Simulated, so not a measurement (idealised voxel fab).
process module | voxel capacitor over wiring
cross-section cut | 295 nm wide | cells 5 nm
A cross-section is a grid of square cells, given in bands from the top down. A band is one or more rows of cells.
Each band's line starts with the height of the band's top and of its bottom, in nm. Then come its materials from left to right, each with its width in nm. One material with "throughout" fills the band from edge to edge. "air" is empty space.
Height 0 is the level under which the wafer as received is all one material. The lowest band goes on downwards, as in "0 down".
A width such as "30 to 40" changes by the same amount from each row of cells to the next, from the band's top row to its bottom row.
"no change" after a step means that no cell of the cross-section changed.
closed voids: empty space of 8 cells or more with no open way to the top, each as width x height at its distance from the left edge, in nm
after a step's settings: what the simulator itself notes on the step
overlay nm, on a step with a mask: how far to the right of its planned place the mask lay; to the left if negative
plan
1 op RECEIVE | material Si
2 op CONFORMAL_DEP | material SiO2 | thk nm 15
3 op CONFORMAL_DEP | material SiCN | thk nm 5
4 op DIRECTIONAL_DEP | material SiO2 | thk nm 20
5 op MASKED_ETCH | tone open | mask id METAL_1 | width nm 20 | pitch nm 85 | etch materials SiO2 | depth nm 20 | overlay nm 0
6 op MASKED_ETCH | tone open | mask id METAL_1 | width nm 20 | pitch nm 85 | etch materials SiCN | depth nm 5 | overlay nm 0
7 op CONFORMAL_DEP | material TiN | thk nm 5
8 op FILL_DEP | material Cu | thk nm 10
9 op CMP | height nm 40
10 op CONFORMAL_DEP | material SiCN | thk nm 5
11 op DIRECTIONAL_DEP | material SiO2 | thk nm 10
12 op DIRECTIONAL_DEP | material aC | thk nm 15
13 op PATTERN | tone open | mask id PLUG_1 | material resist | width nm 15 | thk nm 35 | overlay nm 0
14 op DIRECTIONAL_ETCH | etch materials aC | depth nm 15
15 op STRIP | etch materials resist
16 op DIRECTIONAL_ETCH | etch materials SiO2 | depth nm 10
17 op DIRECTIONAL_ETCH | etch materials SiCN | depth nm 5
18 op STRIP | etch materials aC
19 op EPI | material Ru | thk nm 10
20 op EPI | material Ru | thk nm 5
21 op DIRECTIONAL_DEP | material TiN | thk nm 10
22 op DIRECTIONAL_DEP | material SiN | thk nm 5
23 op DIRECTIONAL_DEP | material TiN | thk nm 5
24 op DIRECTIONAL_DEP | material aC | thk nm 15
25 op PATTERN | tone cover | mask id UPPER_PLATE | material resist | width nm 70 | thk nm 30 | overlay nm 0
26 op DIRECTIONAL_ETCH | etch materials aC | depth nm 15
27 op STRIP | etch materials resist
28 op DIRECTIONAL_ETCH | etch materials TiN | depth nm 5
29 op DIRECTIONAL_ETCH | etch materials SiN | depth nm 5
30 op STRIP | etch materials aC
31 op DIRECTIONAL_DEP | material aC | thk nm 15
32 op PATTERN | tone cover | mask id LOWER_PLATE | material resist | width nm 80 | thk nm 30 | overlay nm 0
33 op DIRECTIONAL_ETCH | etch materials aC | depth nm 15
34 op STRIP | etch materials resist
35 op DIRECTIONAL_ETCH | etch materials TiN | depth nm 10
36 op STRIP | etch materials aC
37 op FILL_DEP | material SiO2 | thk nm 15
38 op CMP | height nm 85
39 op DIRECTIONAL_DEP | material aC | thk nm 10
40 op PATTERN | tone open | mask id PLUG_2 | material resist | width nm 15 | thk nm 25 | overlay nm 0
41 op DIRECTIONAL_ETCH | etch materials aC | depth nm 10
42 op STRIP | etch materials resist
43 op DIRECTIONAL_ETCH | etch materials SiO2 | depth nm 10
44 op STRIP | etch materials aC
45 op CONFORMAL_DEP | material TiN | thk nm 5
46 op FILL_DEP | material Cu | thk nm 5
47 op CMP | height nm 85
48 op CONFORMAL_DEP | material SiN | thk nm 5
as received, after step 1
  0 down: Si throughout
  closed voids: none
a wafer at the end: this start, this plan, one mistake
  90 to 85: SiN throughout
  85 to 80: SiO2 110 | TiN 5 | Cu 5 | TiN 5 | SiO2 170
  80 to 70: SiO2 110 | TiN 15 to 65 | SiO2 170 to 120
  70 to 65: SiO2 110 | SiN 70 | SiO2 115
  65 to 55: SiO2 95 | TiN 85 | SiO2 115
  55 to 45: SiO2 100 | Ru 15 | SiO2 180
  45 to 40: SiCN 100 | Ru 15 | SiCN 180
  40 to 20: SiO2 95 | TiN 5 | Cu 10 | TiN 5 | SiO2 65 | TiN 5 | Cu 10 | TiN 5 | SiO2 95
  20 to 15: SiCN 95 | TiN 20 | SiCN 65 | TiN 20 | SiCN 95
  15 to 0: SiO2 throughout
  0 down: Si throughout
  closed voids: none
what went wrong: step 25 ran as: op PATTERN | tone cover | mask id UPPER_PLATE | material resist | width nm 70 | thk nm 30 | overlay nm 10
